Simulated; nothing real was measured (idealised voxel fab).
voxel tone inversion: a process module
The width of the displayed cross-section, cut, is 230 nm; its cells are square, with a size of 5 nm.
Throughout this document, each cross-section is represented as a grid of square cells and is presented as a sequence of bands enumerated from the top downward, where a band comprises one or more rows of cells. Per band: top height and bottom height in nm, followed by the left-to-right materials and their widths in nm; "edge to edge" marks a single material spanning edge to edge, "empty" marks empty space. Beneath 0, the wafer as received is one material, and that level is where height counting begins. The lowest band goes on downward without a bottom; it is written like "z 0 and below". Note: "30 to 40" means the width goes from the first number (top row of the band) to the second number (bottom row) in equal steps per row of cells. Where a step carries "nothing was modified", the cross-section came out of it unchanged, cell for cell. Look at "Trapped cavities" for the closed voids: empty spaces with no open path to the top, sized 8 cells or up. Each is width x height at distance, distance from the left edge, all nm. On each step's line, the part that comes after the settings is the simulator's own comment on the step. "overlay nm" answers the question of how far to the right of plan the mask lay on a step that has a mask, and when it is negative the answer is to the left.
The following list gives the planned process steps:
1 op RECEIVE | material Si
2 op CONFORMAL_DEP | material SiN | thk nm 10
3 op DIRECTIONAL_DEP | material polySi | thk nm 15
4 op PATTERN | tone cover | mask id POSTS | material resist | width nm 20 | pitch nm 35 | thk nm 25 | overlay nm -15
5 op DIRECTIONAL_ETCH | etch materials polySi | depth nm 15
6 op STRIP | etch materials resist
7 op FILL_DEP | material lowk | thk nm 5
8 op CMP | height nm 25
9 op STRIP | etch materials polySi
10 op CONFORMAL_DEP | material TiN | thk nm 5
11 op FILL_DEP | material W | thk nm 5
12 op CMP | height nm 25
13 op CONFORMAL_DEP | material SiN | thk nm 5
Keep in mind the plan's value for the overlay nm of step 4 comes from the first wafer; the wafers don't share that setting, but they do share the same starting point.
First of several wafers, received after step 1, in cross-section:
  z 0 and below  Si edge to edge
  Trapped cavities: none
Table: wafers, a row each; end-of-module cell change per material since receipt, gain (+), loss (-); then closed voids:
overlay nm -15; +138 SiN; +16 TiN; +8 W; +114 lowk; Trapped cavities: none
overlay nm -10; +138 SiN; +16 TiN; +8 W; +114 lowk; Trapped cavities: none
overlay nm -5; +138 SiN; +16 TiN; +8 W; +114 lowk; Trapped cavities: none
overlay nm 0; +138 SiN; +16 TiN; +8 W; +114 lowk; Trapped cavities: none
overlay nm 5; +138 SiN; +16 TiN; +8 W; +114 lowk; Trapped cavities: none
overlay nm 10; +138 SiN; +16 TiN; +8 W; +114 lowk; Trapped cavities: none
overlay nm 15; +138 SiN; +16 TiN; +8 W; +114 lowk; Trapped cavities: none
